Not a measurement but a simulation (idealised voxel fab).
You're looking at the process module voxel air gaps.
FYI the section here is cut, 165 nm wide, cells are 5 nm squares.
Cross-section, as written here: a square-cell grid given band by band from the top down, where a band holds one or more rows of cells. Each band's line starts with the height of the band's top and of its bottom, in nm. Then come its materials from left to right, each with its width in nm. One material with "all across" fills the band from edge to edge. "air" is empty space. Beneath 0, the wafer as received is one material, and that level is where height counting begins. The lowest band goes on downward without a bottom; it is written like "0 and below". A two-number width, for instance "30 to 40", indicates that the width is equal to the first number in the top row of the band and to the second number in the bottom row, and that it changes by a constant amount per row of cells. Where a step carries "no alterations made", the cross-section came out of it unchanged, cell for cell. "Closed cavities": sealed empty spaces, 8 cells or more, no open way to top, listed width x height at distance, with distance from the left edge and width, height and distance in nm. What comes after the settings on a step's line is commentary from the simulator itself on that step. A step's line can hold "overlay nm"; with a mask on that step, the setting says how far right of the planned place the mask lay, while a negative setting says it lay to the left.

Intended process steps:
1: RECEIVE | material Si
2: CONFORMAL_DEP | material SiO2 | thk nm 15
3: CONFORMAL_DEP | material SiN | thk nm 5
4: DIRECTIONAL_DEP | material SiO2 | thk nm 40
5: PATTERN | tone open | mask id LINES | material resist | width nm 15 | pitch nm 40 | thk nm 15 | overlay nm 0
6: DIRECTIONAL_ETCH | etch materials SiO2 | depth nm 40
7: STRIP | etch materials resist
8: CONFORMAL_DEP | material TiN | thk nm 5
9: FILL_DEP | material W | thk nm 10
10: CMP | height nm 60
11: EPI | material Ru | thk nm 10
12: SELECTIVE_ETCH | etch materials SiO2 | depth nm 50
13: CONFORMAL_DEP | material SiCN | thk nm 5

Cross-section, incoming material, after step 1:
* 0 and below: Si all across
* Closed cavities: none

As-planned run: cross-section of the first of two wafers at end of module:
* 75 down to 70: air=20 | SiCN=125 | air=20
* 70 down to 60: air=20 | SiCN=5 | Ru=35 | SiCN=5 | Ru=35 | SiCN=5 | Ru=35 | SiCN=5 | air=20
* 60 down to 55: air=20 | SiCN=15 | TiN=5 | W=5 | TiN=5 | SiCN=25 | TiN=5 | W=5 | TiN=5 | SiCN=25 | TiN=5 | W=5 | TiN=5 | SiCN=15 | air=20
* 55 down to 25: air=30 | SiCN=5 | TiN=5 | W=5 | TiN=5 | SiCN=5 | air=15 | SiCN=5 | TiN=5 | W=5 | TiN=5 | SiCN=5 | air=15 | SiCN=5 | TiN=5 | W=5 | TiN=5 | SiCN=5 | air=30
* 25 down to 20: SiCN=35 | TiN=15 | SiCN=25 | TiN=15 | SiCN=25 | TiN=15 | SiCN=35
* 20 down to 15: SiN all across
* 15 down to 0: SiO2 all across
* 0 and below: Si all across
* Closed cavities: 15 x 30 at 55; 15 x 30 at 95

Second wafer of the two, sectioned at the end of the module. It began like the first and followed the same plan, but one mistake was made while running it:
* 75 down to 70: air=10 | SiCN=125 | air=30
* 70 down to 60: air=10 | SiCN=5 | Ru=35 | SiCN=5 | Ru=35 | SiCN=5 | Ru=35 | SiCN=5 | air=30
* 60 down to 55: air=10 | SiCN=15 | TiN=5 | W=5 | TiN=5 | SiCN=25 | TiN=5 | W=5 | TiN=5 | SiCN=25 | TiN=5 | W=5 | TiN=5 | SiCN=15 | air=30
* 55 down to 25: air=20 | SiCN=5 | TiN=5 | W=5 | TiN=5 | SiCN=5 | air=15 | SiCN=5 | TiN=5 | W=5 | TiN=5 | SiCN=5 | air=15 | SiCN=5 | TiN=5 | W=5 | TiN=5 | SiCN=5 | air=40
* 25 down to 20: SiCN=25 | TiN=15 | SiCN=25 | TiN=15 | SiCN=25 | TiN=15 | SiCN=45
* 20 down to 15: SiN all across
* 15 down to 0: SiO2 all across
* 0 and below: Si all across
* Closed cavities: 15 x 30 at 45; 15 x 30 at 85
Nonconformance to the process plan: note that step 5 departed from the planned setting and was carried out as PATTERN | tone open | mask id LINES | material resist | width nm 15 | pitch nm 40 | thk nm 15 | overlay nm -10
Heads up: at the end the two wafers have identical cell counts per material, they're just laid out differently.
